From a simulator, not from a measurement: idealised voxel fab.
Process module name: voxel tone inversion
The cross-section shown here is cut; it is 200 nm wide and divided into square cells measuring 5 nm on a side.
Each cross-section below is a grid of square cells, stated as bands in top-down order, with one or more rows of cells making up each band.
Heads up on the band format: heights come first, top then bottom, in nm. After that it's the materials left to right, each with its width in nm. A single material flagged "edge to edge" fills the whole band edge to edge, and "empty" means there's empty space there.
A quick word on heights: they are counted from 0, and under that level the wafer as it came to us is one material throughout. The lowest band is different from the rest in having no bottom; it simply continues downward, written as in "z 0 and below".
Quick explanation for "30..40": the width changes in equal steps down the rows of cells, from the first number in the band's top row to the second number in its bottom row.
The designation "no modifications", where it is given for a processing step, indicates that no cell of the cross-section was altered in the course of that step.
"Sealed voids" contains a list of empty spaces, each no smaller than 8 cells and without an open way to the top, written in the form width x height at distance with the distance from the left edge and all three in nm.
Post-settings text on a step line: simulator's own remark regarding the step.
A step line may carry the setting "overlay nm", which, for steps involving a mask, states the distance by which the mask lay to the right of its intended position; negative values denote displacement to the left.

Planned process steps
1: RECEIVE | material Si
2: CONFORMAL_DEP | material SiCN | thk nm 10
3: DIRECTIONAL_DEP | material polySi | thk nm 15
4: PATTERN | tone cover | mask id POSTS | material resist | width nm 25 | pitch nm 55 | thk nm 25 | overlay nm 0
5: DIRECTIONAL_ETCH | etch materials polySi | depth nm 15
6: STRIP | etch materials resist
7: FILL_DEP | material lowk | thk nm 5
8: CMP | height nm 25
9: STRIP | etch materials polySi
10: CONFORMAL_DEP | material TiN | thk nm 5
11: FILL_DEP | material Ru | thk nm 10
12: CMP | height nm 25
13: CONFORMAL_DEP | material SiN | thk nm 5

Below: the first of two wafers, run as planned

So this is the incoming wafer in cross-section - it's already been through step 1
> z 0 and below: Si edge to edge
> Sealed voids: none

Once step 2 is through, the wafer looks like this in cross-section
> z 10 to 0: SiCN edge to edge
> Nothing below the height 0 has changed.

Once step 3 is through, the wafer looks like this in cross-section
> z 25 to 10: polySi edge to edge
> Nothing below the height 10 has changed.

Once step 4 is through, the wafer looks like this in cross-section
> z 50 to 25: 30 of empty, then 25 of resist, then 30 of empty, then 25 of resist, then 30 of empty, then 25 of resist, then 35 of empty
> Nothing below the height 25 has changed.

Once step 5 is through, the wafer looks like this in cross-section
> z 50 to 25: 30 of empty, then 25 of resist, then 30 of empty, then 25 of resist, then 30 of empty, then 25 of resist, then 35 of empty
> z 25 to 10: 30 of empty, then 25 of polySi, then 30 of empty, then 25 of polySi, then 30 of empty, then 25 of polySi, then 35 of empty
> Nothing below the height 10 has changed.

Once step 6 is through, the wafer looks like this in cross-section
> z 25 to 10: 30 of empty, then 25 of polySi, then 30 of empty, then 25 of polySi, then 30 of empty, then 25 of polySi, then 35 of empty
> Nothing below the height 10 has changed.

Once step 7 is through, the wafer looks like this in cross-section
> z 30 to 25: lowk edge to edge
> z 25 to 10: 30 of lowk, then 25 of polySi, then 30 of lowk, then 25 of polySi, then 30 of lowk, then 25 of polySi, then 35 of lowk
> Nothing below the height 10 has changed.

Once step 8 is through, the wafer looks like this in cross-section
> z 25 to 10: 30 of lowk, then 25 of polySi, then 30 of lowk, then 25 of polySi, then 30 of lowk, then 25 of polySi, then 35 of lowk
> Nothing below the height 10 has changed.

Once step 9 is through, the wafer looks like this in cross-section
> z 25 to 10: 30 of lowk, then 25 of empty, then 30 of lowk, then 25 of empty, then 30 of lowk, then 25 of empty, then 35 of lowk
> Nothing below the height 10 has changed.

Once step 10 is through, the wafer looks like this in cross-section
> z 30 to 25: 35 of TiN, then 15 of empty, then 40 of TiN, then 15 of empty, then 40 of TiN, then 15 of empty, then 40 of TiN
> z 25 to 15: 30 of lowk, then 5 of TiN, then 15 of empty, then 5 of TiN, then 30 of lowk, then 5 of TiN, then 15 of empty, then 5 of TiN, then 30 of lowk, then 5 of TiN, then 15 of empty, then 5 of TiN, then 35 of lowk
> z 15 to 10: 30 of lowk, then 25 of TiN, then 30 of lowk, then 25 of TiN, then 30 of lowk, then 25 of TiN, then 35 of lowk
> Nothing below the height 10 has changed.

Once step 11 is through, the wafer looks like this in cross-section
> z 40 to 30: Ru edge to edge
> z 30 to 25: 35 of TiN, then 15 of Ru, then 40 of TiN, then 15 of Ru, then 40 of TiN, then 15 of Ru, then 40 of TiN
> z 25 to 15: 30 of lowk, then 5 of TiN, then 15 of Ru, then 5 of TiN, then 30 of lowk, then 5 of TiN, then 15 of Ru, then 5 of TiN, then 30 of lowk, then 5 of TiN, then 15 of Ru, then 5 of TiN, then 35 of lowk
> Nothing below the height 15 has changed.

Once step 12 is through, the wafer looks like this in cross-section
> z 25 to 15: 30 of lowk, then 5 of TiN, then 15 of Ru, then 5 of TiN, then 30 of lowk, then 5 of TiN, then 15 of Ru, then 5 of TiN, then 30 of lowk, then 5 of TiN, then 15 of Ru, then 5 of TiN, then 35 of lowk
> Nothing below the height 15 has changed.

Once step 13 is through, the wafer looks like this in cross-section
> z 30 to 25: SiN edge to edge
> Nothing below the height 25 has changed.

Wafer two: like wafer one in start and plan, but with one mistake in execution; identical up to and including step 3

Second wafer, sectioned view, at step 4's planned end time
> z 50 to 25: 40 of empty, then 25 of resist, then 30 of empty, then 25 of resist, then 30 of empty, then 25 of resist, then 25 of empty
> Nothing below the height 25 has changed.

Second wafer, sectioned view, at step 5's planned end time
> z 50 to 25: 40 of empty, then 25 of resist, then 30 of empty, then 25 of resist, then 30 of empty, then 25 of resist, then 25 of empty
> z 25 to 10: 40 of empty, then 25 of polySi, then 30 of empty, then 25 of polySi, then 30 of empty, then 25 of polySi, then 25 of empty
> Nothing below the height 10 has changed.

Second wafer, sectioned view, at step 6's planned end time
> z 25 to 10: 40 of empty, then 25 of polySi, then 30 of empty, then 25 of polySi, then 30 of empty, then 25 of polySi, then 25 of empty
> Nothing below the height 10 has changed.

Second wafer, sectioned view, at step 7's planned end time
> z 30 to 25: lowk edge to edge
> z 25 to 10: 40 of lowk, then 25 of polySi, then 30 of lowk, then 25 of polySi, then 30 of lowk, then 25 of polySi, then 25 of lowk
> Nothing below the height 10 has changed.

Second wafer, sectioned view, at step 8's planned end time
> z 25 to 10: 40 of lowk, then 25 of polySi, then 30 of lowk, then 25 of polySi, then 30 of lowk, then 25 of polySi, then 25 of lowk
> Nothing below the height 10 has changed.

Second wafer, sectioned view, at step 9's planned end time
> z 25 to 10: 40 of lowk, then 25 of empty, then 30 of lowk, then 25 of empty, then 30 of lowk, then 25 of empty, then 25 of lowk
> Nothing below the height 10 has changed.

Second wafer, sectioned view, at step 10's planned end time
> z 30 to 25: 45 of TiN, then 15 of empty, then 40 of TiN, then 15 of empty, then 40 of TiN, then 15 of empty, then 30 of TiN
> z 25 to 15: 40 of lowk, then 5 of TiN, then 15 of empty, then 5 of TiN, then 30 of lowk, then 5 of TiN, then 15 of empty, then 5 of TiN, then 30 of lowk, then 5 of TiN, then 15 of empty, then 5 of TiN, then 25 of lowk
> z 15 to 10: 40 of lowk, then 25 of TiN, then 30 of lowk, then 25 of TiN, then 30 of lowk, then 25 of TiN, then 25 of lowk
> Nothing below the height 10 has changed.

Second wafer, sectioned view, at step 11's planned end time
> z 40 to 30: Ru edge to edge
> z 30 to 25: 45 of TiN, then 15 of Ru, then 40 of TiN, then 15 of Ru, then 40 of TiN, then 15 of Ru, then 30 of TiN
> z 25 to 15: 40 of lowk, then 5 of TiN, then 15 of Ru, then 5 of TiN, then 30 of lowk, then 5 of TiN, then 15 of Ru, then 5 of TiN, then 30 of lowk, then 5 of TiN, then 15 of Ru, then 5 of TiN, then 25 of lowk
> Nothing below the height 15 has changed.

Second wafer, sectioned view, at step 12's planned end time
> z 25 to 15: 40 of lowk, then 5 of TiN, then 15 of Ru, then 5 of TiN, then 30 of lowk, then 5 of TiN, then 15 of Ru, then 5 of TiN, then 30 of lowk, then 5 of TiN, then 15 of Ru, then 5 of TiN, then 25 of lowk
> Nothing below the height 15 has changed.

Second wafer, sectioned view, at step 13's planned end time
> z 30 to 25: SiN edge to edge
> Nothing below the height 25 has changed.
Plan not followed: heads up, step 4 didn't go per plan, it actually ran as PATTERN | tone cover | mask id POSTS | material resist | width nm 25 | pitch nm 55 | thk nm 25 | overlay nm 10
Tallied in cells, the final second wafer holds each material in the same quantity as the first, although not at the same places.
